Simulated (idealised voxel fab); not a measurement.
process module | voxel wiring stack
cross-section cut | 175 nm wide | cells 5 nm
A cross-section is a grid of square cells, given in bands from the top down. A band is one or more rows of cells.
Each band's line starts with the height of the band's top and of its bottom, in nm. Then come its materials from left to right, each with its width in nm. One material with "throughout" fills the band from edge to edge. "air" is empty space.
Height 0 is the level under which the wafer as received is all one material. The lowest band goes on downwards, as in "0 down".
A width such as "30 to 40" changes by the same amount from each row of cells to the next, from the band's top row to its bottom row.
"no change" after a step means that no cell of the cross-section changed.
closed voids: empty space of 8 cells or more with no open way to the top, each as width x height at its distance from the left edge, in nm
after a step's settings: what the simulator itself notes on the step
overlay nm, on a step with a mask: how far to the right of its planned place the mask lay; to the left if negative
plan
1 op RECEIVE | material Si
2 op CONFORMAL_DEP | material SiO2 | thk nm 10
3 op DIRECTIONAL_DEP | material TiN | thk nm 5
4 op DIRECTIONAL_DEP | material W | thk nm 15
5 op PATTERN | tone cover | mask id METAL_1 | material resist | width nm 30 | pitch nm 55 | thk nm 15 | overlay nm 0
6 op DIRECTIONAL_ETCH | etch materials W | depth nm 15
7 op DIRECTIONAL_ETCH | etch materials TiN | depth nm 5
8 op STRIP | etch materials resist
9 op FILL_DEP | material lowk | thk nm 5
10 op CMP | height nm 30
11 op CONFORMAL_DEP | material SiCN | thk nm 5
12 op DIRECTIONAL_DEP | material SiO2 | thk nm 35
13 op PATTERN | tone open | mask id METAL_2 | material resist | width nm 30 | pitch nm 55 | thk nm 20 | overlay nm 0
14 op DIRECTIONAL_ETCH | etch materials SiO2 | depth nm 20
15 op STRIP | etch materials resist
16 op PATTERN | tone open | mask id METAL_2_HOLES | material resist | width nm 15 | pitch nm 55 | thk nm 20 | overlay nm 0
17 op DIRECTIONAL_ETCH | etch materials SiO2 | depth nm 15
18 op DIRECTIONAL_ETCH | etch materials SiCN | depth nm 5
19 op STRIP | etch materials resist
20 op CONFORMAL_DEP | material TiN | thk nm 5
21 op FILL_DEP | material Cu | thk nm 5
22 op CMP | height nm 70
23 op CONFORMAL_DEP | material SiCN | thk nm 5
as received, after step 1
  0 down: Si throughout
  closed voids: none
a wafer at the end: this start, this plan, one mistake
  75 to 70: SiCN throughout
  70 to 55: SiO2 15 | TiN 5 | Cu 20 | TiN 5 | SiO2 25 | TiN 5 | Cu 20 | TiN 5 | SiO2 25 | TiN 5 | Cu 20 | TiN 5 | SiO2 20
  55 to 50: SiO2 15 | TiN 10 | Cu 5 | TiN 15 | SiO2 25 | TiN 10 | Cu 5 | TiN 15 | SiO2 25 | TiN 10 | Cu 5 | TiN 15 | SiO2 20
  50 to 35: SiO2 20 | TiN 5 | Cu 5 | TiN 5 | SiO2 40 | TiN 5 | Cu 5 | TiN 5 | SiO2 40 | TiN 5 | Cu 5 | TiN 5 | SiO2 30
  35 to 30: SiCN 20 | TiN 15 | SiCN 40 | TiN 15 | SiCN 40 | TiN 15 | SiCN 30
  30 to 15: lowk 15 | W 30 | lowk 25 | W 30 | lowk 25 | W 30 | lowk 20
  15 to 10: lowk 15 | TiN 30 | lowk 25 | TiN 30 | lowk 25 | TiN 30 | lowk 20
  10 to 0: SiO2 throughout
  0 down: Si throughout
  closed voids: none
what went wrong: step 16 ran as: op PATTERN | tone open | mask id METAL_2_HOLES | material resist | width nm 15 | pitch nm 55 | thk nm 20 | overlay nm 5
